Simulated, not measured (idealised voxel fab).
The following is a process module called voxel gate over fins.
Square cells of 5 nm make up the cross-section cut, whose width is 200 nm.
Cross-section format: a grid of square cells, given as bands from top to bottom; each band is one or more rows of cells.
It is stipulated that each band's entry specify, in nanometres, the height of the top of the band and then that of its bottom, followed by the materials of the band in left-to-right sequence, each together with its width in nanometres. A single material marked by the word "full width" is understood to fill the band from edge to edge; the word "air" is understood to denote empty space.
All heights in this document are referenced to 0, defined as the level beneath which the wafer, as received, consists entirely of one material. The lowest band is not bounded below; it extends indefinitely downward and is written in the form "0..down".
A width given as "30 to 40" starts at the first number in the band's top row and ends at the second number in its bottom row, shifting by an equal amount at every step from row to row.
"identical to before" for a step: no cell of the cross-section changed in that step.
What "Trapped void list" gives you is every empty space of 8 cells or more that is cut off from the top. Each appears as width x height at distance, with the distance taken from the left edge and width, height and distance all in nm.
What comes after the settings on a step's line is commentary from the simulator itself on that step.
Each step line may optionally specify "overlay nm", which for a step with a mask gives the rightward distance between the mask's planned place and where it lay, a negative value indicating the leftward direction.
-- These are the steps we planned for the process
1) RECEIVE | material Si
2) CONFORMAL_DEP | material SiN | thk nm 5
3) PATTERN | tone cover | mask id FINS | material resist | width nm 15 | pitch nm 50 | thk nm 15 | overlay nm 0
4) DIRECTIONAL_ETCH | etch materials SiN | depth nm 5
5) DIRECTIONAL_ETCH | etch materials Si | depth nm 30
6) STRIP | etch materials resist
7) FILL_DEP | material SiO2 | thk nm 15
8) CMP | height nm 5
9) MASKED_ETCH | tone open | mask id RAIL | width nm 15 | etch materials SiO2 | depth nm 30 | overlay nm 0
10) CONFORMAL_DEP | material TiN | thk nm 5
11) FILL_DEP | material W | thk nm 5
12) CMP | height nm 5
13) SELECTIVE_ETCH | etch materials W Ru TiN | depth nm 25
14) FILL_DEP | material SiO2 | thk nm 5
15) CMP | height nm 5
16) SELECTIVE_ETCH | etch materials SiO2 | depth nm 15
17) STRIP | etch materials SiN
18) CONFORMAL_DEP | material HfO2 | thk nm 5
19) CONFORMAL_DEP | material TiN | thk nm 5
20) FILL_DEP | material W | thk nm 15
21) CMP | height nm 20
22) CONFORMAL_DEP | material SiN | thk nm 5
-- Wafer at receipt (post step 1), cross-section
	0..down: Si full width
	Trapped void list: none
-- First of two wafers: cross-section at end of module, run per plan
	25..20: SiN full width
	20..10: W full width
	10..5: 5 of W; 35 of TiN; 15 of W; 35 of TiN; 15 of W; 35 of TiN; 15 of W; 35 of TiN; 10 of W
	5..0: 5 of W; 5 of TiN; 25 of HfO2; 5 of TiN; 15 of W; 5 of TiN; 25 of HfO2; 5 of TiN; 15 of W; 5 of TiN; 25 of HfO2; 5 of TiN; 15 of W; 5 of TiN; 25 of HfO2; 5 of TiN; 10 of W
	0..-5: 10 of TiN; 5 of HfO2; 15 of Si; 5 of HfO2; 25 of TiN; 5 of HfO2; 15 of Si; 5 of HfO2; 25 of TiN; 5 of HfO2; 15 of Si; 5 of HfO2; 25 of TiN; 5 of HfO2; 15 of Si; 5 of HfO2; 15 of TiN
	-5..-10: 15 of HfO2; 15 of Si; 35 of HfO2; 15 of Si; 35 of HfO2; 15 of Si; 35 of HfO2; 15 of Si; 20 of HfO2
	-10..-20: 15 of SiO2; 15 of Si; 35 of SiO2; 15 of Si; 35 of SiO2; 15 of Si; 35 of SiO2; 15 of Si; 20 of SiO2
	-20..-25: 15 of SiO2; 15 of Si; 10 of SiO2; 15 of TiN; 10 of SiO2; 15 of Si; 35 of SiO2; 15 of Si; 35 of SiO2; 15 of Si; 20 of SiO2
	-25..-30: 15 of SiO2; 15 of Si; 35 of SiO2; 15 of Si; 35 of SiO2; 15 of Si; 35 of SiO2; 15 of Si; 20 of SiO2
	-30..down: Si full width
	Trapped void list: none
-- Wafer two, end of module, cross-section. Same start, same plan as wafer one. One mistake in the run
	25..20: SiN full width
	20..10: W full width
	10..5: 5 of W; 35 of TiN; 15 of W; 35 of TiN; 15 of W; 35 of TiN; 15 of W; 35 of TiN; 10 of W
	5..0: 5 of W; 5 of TiN; 25 of HfO2; 5 of TiN; 15 of W; 5 of TiN; 25 of HfO2; 5 of TiN; 15 of W; 5 of TiN; 25 of HfO2; 5 of TiN; 15 of W; 5 of TiN; 25 of HfO2; 5 of TiN; 10 of W
	0..-5: 10 of TiN; 5 of HfO2; 15 of Si; 5 of HfO2; 25 of TiN; 5 of HfO2; 15 of Si; 5 of HfO2; 25 of TiN; 5 of HfO2; 15 of Si; 5 of HfO2; 25 of TiN; 5 of HfO2; 15 of Si; 5 of HfO2; 15 of TiN
	-5..-10: 15 of HfO2; 15 of Si; 35 of HfO2; 15 of Si; 35 of HfO2; 15 of Si; 35 of HfO2; 15 of Si; 20 of HfO2
	-10..-20: 15 of SiO2; 15 of Si; 35 of SiO2; 15 of Si; 35 of SiO2; 15 of Si; 35 of SiO2; 15 of Si; 20 of SiO2
	-20..-25: 15 of SiO2; 15 of Si; 15 of SiO2; 15 of TiN; 5 of SiO2; 15 of Si; 35 of SiO2; 15 of Si; 35 of SiO2; 15 of Si; 20 of SiO2
	-25..-30: 15 of SiO2; 15 of Si; 35 of SiO2; 15 of Si; 35 of SiO2; 15 of Si; 35 of SiO2; 15 of Si; 20 of SiO2
	-30..down: Si full width
	Trapped void list: none
Finding, execution versus plan: note that step 9 departed from the planned setting and was carried out as MASKED_ETCH | tone open | mask id RAIL | width nm 15 | etch materials SiO2 | depth nm 30 | overlay nm 5
at the end the second wafer has, in cells: as many of each material as the first, in other places
